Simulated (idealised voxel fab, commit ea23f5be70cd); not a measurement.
process module | voxel ribs on slabs
cross-section cut | 150 nm wide | cells 5 nm
A cross-section is a grid of square cells, given in bands from the top down. A band is one or more rows of cells.
Each band's line starts with the height of the band's top and of its bottom, in nm. Then come its materials from left to right, each with its width in nm. One material with "throughout" fills the band from edge to edge. "air" is empty space.
Height 0 is the level under which the wafer as received is all one material. The lowest band goes on downwards, as in "0 down".
A width such as "30 to 40" changes by the same amount from each row of cells to the next, from the band's top row to its bottom row.
"no change" after a step means that no cell of the cross-section changed.
closed voids: empty space of 8 cells or more with no open way to the top, each as width x height at its distance from the left edge, in nm
after a step's settings: what the simulator itself notes on the step
overlay nm, on a step with a mask: how far to the right of its planned place the mask lay; to the left if negative
plan
1 op RECEIVE | material Si
2 op DIRECTIONAL_DEP | material SiO2 | thk nm 30
3 op DIRECTIONAL_DEP | material polySi | thk nm 20
4 op DIRECTIONAL_DEP | material aC | thk nm 15
5 op PATTERN | tone cover | mask id RIB | material resist | width nm 20 | thk nm 30 | overlay nm 0
6 op DIRECTIONAL_ETCH | etch materials aC | depth nm 15
7 op STRIP | etch materials resist
8 op DIRECTIONAL_ETCH | etch materials polySi | depth nm 15
9 op STRIP | etch materials aC
10 op PATTERN | tone cover | mask id SLAB | material resist | width nm 60 | thk nm 15 | overlay nm 0
11 op DIRECTIONAL_ETCH | etch materials polySi | depth nm 5
12 op STRIP | etch materials resist
13 op FILL_DEP | material SiO2 | thk nm 25
14 op CMP | height nm 65
15 op DIRECTIONAL_DEP | material W | thk nm 5
16 op PATTERN | tone cover | mask id HEATER | material resist | width nm 30 | thk nm 15 | overlay nm 0
17 op DIRECTIONAL_ETCH | etch materials W | depth nm 5
18 op STRIP | etch materials resist
19 op CONFORMAL_DEP | material SiO2 | thk nm 5
first wafer, as planned
as received, after step 1
  0 down: Si throughout
  closed voids: none
after step 2
  30 to 0: SiO2 throughout
  below 0: unchanged
after step 3
  50 to 30: polySi throughout
  below 30: unchanged
after step 4
  65 to 50: aC throughout
  below 50: unchanged
after step 5
  95 to 65: air 65 | resist 20 | air 65
  below 65: unchanged
after step 6
  80 to 65: air 65 | resist 20 | air 65
  65 to 50: air 65 | aC 20 | air 65
  below 50: unchanged
after step 7
  65 to 50: air 65 | aC 20 | air 65
  below 50: unchanged
after step 8
  65 to 50: air 65 | aC 20 | air 65
  50 to 35: air 65 | polySi 20 | air 65
  below 35: unchanged
after step 9
  50 to 35: air 65 | polySi 20 | air 65
  below 35: unchanged
after step 10
  65 to 50: air 45 | resist 60 | air 45
  50 to 35: air 45 | resist 20 | polySi 20 | resist 20 | air 45
  below 35: unchanged
after step 11
  65 to 50: air 45 | resist 60 | air 45
  50 to 35: air 45 | resist 20 | polySi 20 | resist 20 | air 45
  35 to 30: air 45 | polySi 60 | air 45
  below 30: unchanged
after step 12
  50 to 35: air 65 | polySi 20 | air 65
  below 35: unchanged
after step 13
  75 to 50: SiO2 throughout
  50 to 35: SiO2 65 | polySi 20 | SiO2 65
  35 to 30: SiO2 45 | polySi 60 | SiO2 45
  below 30: unchanged
after step 14
  65 to 50: SiO2 throughout
  below 50: unchanged
after step 15
  70 to 65: W throughout
  below 65: unchanged
after step 16
  85 to 70: air 60 | resist 30 | air 60
  below 70: unchanged
after step 17
  85 to 70: air 60 | resist 30 | air 60
  70 to 65: air 60 | W 30 | air 60
  below 65: unchanged
after step 18
  70 to 65: air 60 | W 30 | air 60
  below 65: unchanged
after step 19
  75 to 70: air 55 | SiO2 40 | air 55
  70 to 65: SiO2 60 | W 30 | SiO2 60
  below 65: unchanged
second wafer: like start, like plan, one mistake. Through step 4 it matches the first wafer
when step 5 should have ended
  95 to 65: resist 65 | air 20 | resist 65
  below 65: unchanged
when step 6 should have ended
  80 to 65: resist 65 | air 20 | resist 65
  65 to 50: aC 65 | air 20 | aC 65
  below 50: unchanged
when step 7 should have ended
  65 to 50: aC 65 | air 20 | aC 65
  below 50: unchanged
when step 8 should have ended
  65 to 50: aC 65 | air 20 | aC 65
  50 to 35: polySi 65 | air 20 | polySi 65
  below 35: unchanged
when step 9 should have ended
  50 to 35: polySi 65 | air 20 | polySi 65
  below 35: unchanged
when step 10 should have ended
  65 to 50: air 45 | resist 60 | air 45
  50 to 35: polySi 65 | resist 20 | polySi 65
  below 35: unchanged
when step 11 should have ended
  65 to 50: air 45 | resist 60 | air 45
  50 to 45: air 45 | polySi 20 | resist 20 | polySi 20 | air 45
  below 45: unchanged
when step 12 should have ended
  50 to 45: air 45 | polySi 20 | air 20 | polySi 20 | air 45
  45 to 35: polySi 65 | air 20 | polySi 65
  below 35: unchanged
when step 13 should have ended
  75 to 50: SiO2 throughout
  50 to 45: SiO2 45 | polySi 20 | SiO2 20 | polySi 20 | SiO2 45
  45 to 35: polySi 65 | SiO2 20 | polySi 65
  below 35: unchanged
when step 14 should have ended
  65 to 50: SiO2 throughout
  below 50: unchanged
when step 15 should have ended
  70 to 65: W throughout
  below 65: unchanged
when step 16 should have ended
  85 to 70: air 60 | resist 30 | air 60
  below 70: unchanged
when step 17 should have ended
  85 to 70: air 60 | resist 30 | air 60
  70 to 65: air 60 | W 30 | air 60
  below 65: unchanged
when step 18 should have ended
  70 to 65: air 60 | W 30 | air 60
  below 65: unchanged
when step 19 should have ended
  75 to 70: air 55 | SiO2 40 | air 55
  70 to 65: SiO2 60 | W 30 | SiO2 60
  below 65: unchanged
what went wrong: step 5 ran as: op PATTERN | tone open | mask id RIB | material resist | width nm 20 | thk nm 30 | overlay nm 0
at the end the second wafer has, in cells: 66 fewer of SiO2 | 66 more of polySi
